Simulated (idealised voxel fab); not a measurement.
Process module name: voxel local oxidation
This is section cut - it's 175 nm across, gridded in 5 nm square cells.
Throughout this document, each cross-section is represented as a grid of square cells and is presented as a sequence of bands enumerated from the top downward, where a band comprises one or more rows of cells.
For a band, the entry starts with two heights in nm, that of the top and then that of the bottom, and carries on with the band's materials in order from left to right, each alongside its width in nm; the word "all across" beside a single material means it fills the band edge to edge, and "blank" means empty space.
Heights are expressed relative to 0, this being the level below which the as-received wafer comprises one material exclusively. The lowest band is unbounded in the downward direction and is denoted as in "0 down".
A two-number width, for instance "30 to 40", indicates that the width is equal to the first number in the top row of the band and to the second number in the bottom row, and that it changes by a constant amount per row of cells.
"nothing different", as given for a step, is the statement that not any cell of the cross-section underwent a change during that step.
Basically, "Encapsulated voids" tells you about the enclosed voids: empty spaces with no open way to the top, 8 cells or bigger, each written width x height at distance, where distance is from the left edge, all in nm.
Formally, on a step line, whatever follows the settings is a remark that the simulator itself makes on the step.
overlay nm: step with mask; distance mask lay right of planned place; negative value = left of planned place.
[Steps in the process plan]
| 1 | RECEIVE,material Si |
| 2 | OXIDIZE,depth nm 5 |
| 3 | CONFORMAL_DEP,material SiN,thk nm 15 |
| 4 | PATTERN,tone cover,mask id ACTIVE,material resist,width nm 95,thk nm 20,overlay nm 0 |
| 5 | DIRECTIONAL_ETCH,etch materials SiN,depth nm 15 |
| 6 | STRIP,etch materials resist |
| 7 | SELECTIVE_ETCH,etch materials SiO2,depth nm 5 |
| 8 | OXIDIZE,depth nm 15 |
| 9 | STRIP,etch materials SiN |
[Delivered wafer in cross-section: state after step 1]
  0 down | Si all across
  Encapsulated voids: none
[Starting wafer: above. Plan: above. Run: one mistake. Cross-section after the module: below]
  0 to -5 | blank 40 nm, then SiO2 95 nm, then blank 40 nm
  -5 to -20 | SiO2 55 nm, then Si 65 nm, then SiO2 55 nm
  -20 down | Si all across
  Encapsulated voids: none
What was done differently from what was planned? it should be noted that step 4 was executed with settings other than those planned, the operation and settings actually applied being PATTERN,tone cover,mask id ACTIVE,material resist,width nm 105,thk nm 20,overlay nm 0
